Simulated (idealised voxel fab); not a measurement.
process module | voxel trench capacitor
cross-section cut | 205 nm wide | cells 5 nm
A cross-section is a grid of square cells, given in bands from the top down. A band is one or more rows of cells.
Each band's line starts with the height of the band's top and of its bottom, in nm. Then come its materials from left to right, each with its width in nm. One material with "throughout" fills the band from edge to edge. "air" is empty space.
Height 0 is the level under which the wafer as received is all one material. The lowest band goes on downwards, as in "0 down".
A width such as "30 to 40" changes by the same amount from each row of cells to the next, from the band's top row to its bottom row.
"no change" after a step means that no cell of the cross-section changed.
closed voids: empty space of 8 cells or more with no open way to the top, each as width x height at its distance from the left edge, in nm
after a step's settings: what the simulator itself notes on the step
overlay nm, on a step with a mask: how far to the right of its planned place the mask lay; to the left if negative
plan
1 op RECEIVE | material Si
2 op CONFORMAL_DEP | material SiN | thk nm 10
3 op MASKED_ETCH | tone open | mask id TRENCH | width nm 25 | pitch nm 40 | etch materials SiN | depth nm 10 | overlay nm 0
4 op MASKED_ETCH | tone open | mask id TRENCH | width nm 25 | pitch nm 40 | etch materials Si | depth nm 30 | overlay nm 0
5 op CONFORMAL_DEP | material SiO2 | thk nm 5
6 op FILL_DEP | material polySi | thk nm 5
7 op CMP | height nm 10
first wafer, as planned
as received, after step 1
  0 down: Si throughout
  closed voids: none
after step 2
  10 to 0: SiN throughout
  below 0: unchanged
after step 3
  10 to 0: SiN 70 | air 25 | SiN 15 | air 25 | SiN 70
  below 0: unchanged
after step 4
  10 to 0: SiN 70 | air 25 | SiN 15 | air 25 | SiN 70
  0 to -30: Si 70 | air 25 | Si 15 | air 25 | Si 70
  below -30: unchanged
after step 5
  15 to 10: SiO2 75 | air 15 | SiO2 25 | air 15 | SiO2 75
  10 to 0: SiN 70 | SiO2 5 | air 15 | SiO2 5 | SiN 15 | SiO2 5 | air 15 | SiO2 5 | SiN 70
  0 to -25: Si 70 | SiO2 5 | air 15 | SiO2 5 | Si 15 | SiO2 5 | air 15 | SiO2 5 | Si 70
  -25 to -30: Si 70 | SiO2 25 | Si 15 | SiO2 25 | Si 70
  below -30: unchanged
after step 6
  20 to 15: polySi throughout
  15 to 10: SiO2 75 | polySi 15 | SiO2 25 | polySi 15 | SiO2 75
  10 to 0: SiN 70 | SiO2 5 | polySi 15 | SiO2 5 | SiN 15 | SiO2 5 | polySi 15 | SiO2 5 | SiN 70
  0 to -25: Si 70 | SiO2 5 | polySi 15 | SiO2 5 | Si 15 | SiO2 5 | polySi 15 | SiO2 5 | Si 70
  below -25: unchanged
after step 7
  10 to 0: SiN 70 | SiO2 5 | polySi 15 | SiO2 5 | SiN 15 | SiO2 5 | polySi 15 | SiO2 5 | SiN 70
  below 0: unchanged
second wafer: like start, like plan, one mistake. Through step 2 it matches the first wafer
when step 3 should have ended
  10 to 0: SiN 80 | air 25 | SiN 15 | air 25 | SiN 60
  below 0: unchanged
when step 4 should have ended
  10 to 0: SiN 80 | air 25 | SiN 15 | air 25 | SiN 60
  0 to -30: Si 80 | air 15 | Si 25 | air 15 | Si 70
  below -30: unchanged
when step 5 should have ended
  15 to 10: SiO2 85 | air 15 | SiO2 25 | air 15 | SiO2 65
  10 to 0: SiN 80 | SiO2 5 | air 15 to 5 | SiO2 5 to 15 | SiN 15 | SiO2 5 | air 15 to 5 | SiO2 5 to 15 | SiN 60
  0 to -25: Si 80 | SiO2 5 | air 5 | SiO2 5 | Si 25 | SiO2 5 | air 5 | SiO2 5 | Si 70
  -25 to -30: Si 80 | SiO2 15 | Si 25 | SiO2 15 | Si 70
  below -30: unchanged
when step 6 should have ended
  20 to 15: polySi throughout
  15 to 10: SiO2 85 | polySi 15 | SiO2 25 | polySi 15 | SiO2 65
  10 to 0: SiN 80 | SiO2 5 | polySi 15 to 5 | SiO2 5 to 15 | SiN 15 | SiO2 5 | polySi 15 to 5 | SiO2 5 to 15 | SiN 60
  0 to -25: Si 80 | SiO2 5 | polySi 5 | SiO2 5 | Si 25 | SiO2 5 | polySi 5 | SiO2 5 | Si 70
  below -25: unchanged
when step 7 should have ended
  10 to 0: SiN 80 | SiO2 5 | polySi 15 to 5 | SiO2 5 to 15 | SiN 15 | SiO2 5 | polySi 15 to 5 | SiO2 5 to 15 | SiN 60
  below 0: unchanged
what went wrong: step 3 ran as: op MASKED_ETCH | tone open | mask id TRENCH | width nm 25 | pitch nm 40 | etch materials SiN | depth nm 10 | overlay nm 10
at the end the second wafer has, in cells: 24 more of Si | 24 fewer of polySi
